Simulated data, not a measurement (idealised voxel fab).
This section sets out a process module, namely voxel tone inversion.
Cross-sectional view cut (width: 275 nm; square cell size: 5 nm).
In this document a cross-section is written as a grid of square cells. It is given as a series of bands, listed from the top down, and a band is one or more rows of cells.
The entry gives the band's vertical extent as a top height and a bottom height in nm, then its horizontal make-up as materials from left to right, each with a width in nm. "empty" stands for empty space; a single material marked "everywhere" fills the band edge to edge.
Note: height 0 marks the level under which the wafer is uniformly one material as received. Lowest band unbounded below, written "z 0 and below".
Width "30..40": first value at the band's top row of cells, second value at its bottom row, equal change from row to row.
A step reported as "no change occurred" is a step in which no cell of the cross-section changed.
Empty spaces without an open route to the top, at least 8 cells in extent, make up the entry "Enclosed void catalog"; each is given as width x height at distance, where the distance is measured from the left edge, and all are in nm.
Text after the settings on a step's line: the simulator's own remark on that step.
Regarding "overlay nm": on a step with a mask, it is the distance the mask lay to the right of its planned place; a negative value places it to the left.
Set out below are the planned steps of the process:
1,RECEIVE [material Si]
2,CONFORMAL_DEP [material SiCN] [thk nm 5]
3,DIRECTIONAL_DEP [material aC] [thk nm 25]
4,PATTERN [tone cover] [mask id POSTS] [material resist] [width nm 15] [pitch nm 35] [thk nm 35] [overlay nm 0]
5,DIRECTIONAL_ETCH [etch materials aC] [depth nm 25]
6,STRIP [etch materials resist]
7,FILL_DEP [material lowk] [thk nm 10]
8,CMP [height nm 30]
9,STRIP [etch materials aC]
Wafer as received: cross-section following step 1:
    z 0 and below: Si everywhere
    Enclosed void catalog: none
First of two wafers, end-of-module section, run followed plan:
    z 30 to 5: 75 lowk, then 15 empty, then 20 lowk, then 15 empty, then 20 lowk, then 15 empty, then 20 lowk, then 15 empty, then 80 lowk
    z 5 to 0: SiCN everywhere
    z 0 and below: Si everywhere
    Enclosed void catalog: none
Wafer two cross-section, module end. Start and plan unchanged from wafer one; one mistake made during the run:
    z 30 to 5: 75 empty, then 15 lowk, then 20 empty, then 15 lowk, then 20 empty, then 15 lowk, then 20 empty, then 15 lowk, then 80 empty
    z 5 to 0: SiCN everywhere
    z 0 and below: Si everywhere
    Enclosed void catalog: none
Heads up, the wafer didn't run the way we planned it: so step 4 ended up running with a different setting than we planned, it ran as PATTERN [tone open] [mask id POSTS] [material resist] [width nm 15] [pitch nm 35] [thk nm 35] [overlay nm 0]
Looking at both finished wafers in cells, the second ends up ahead of or behind the first on some materials: 155 fewer of lowk
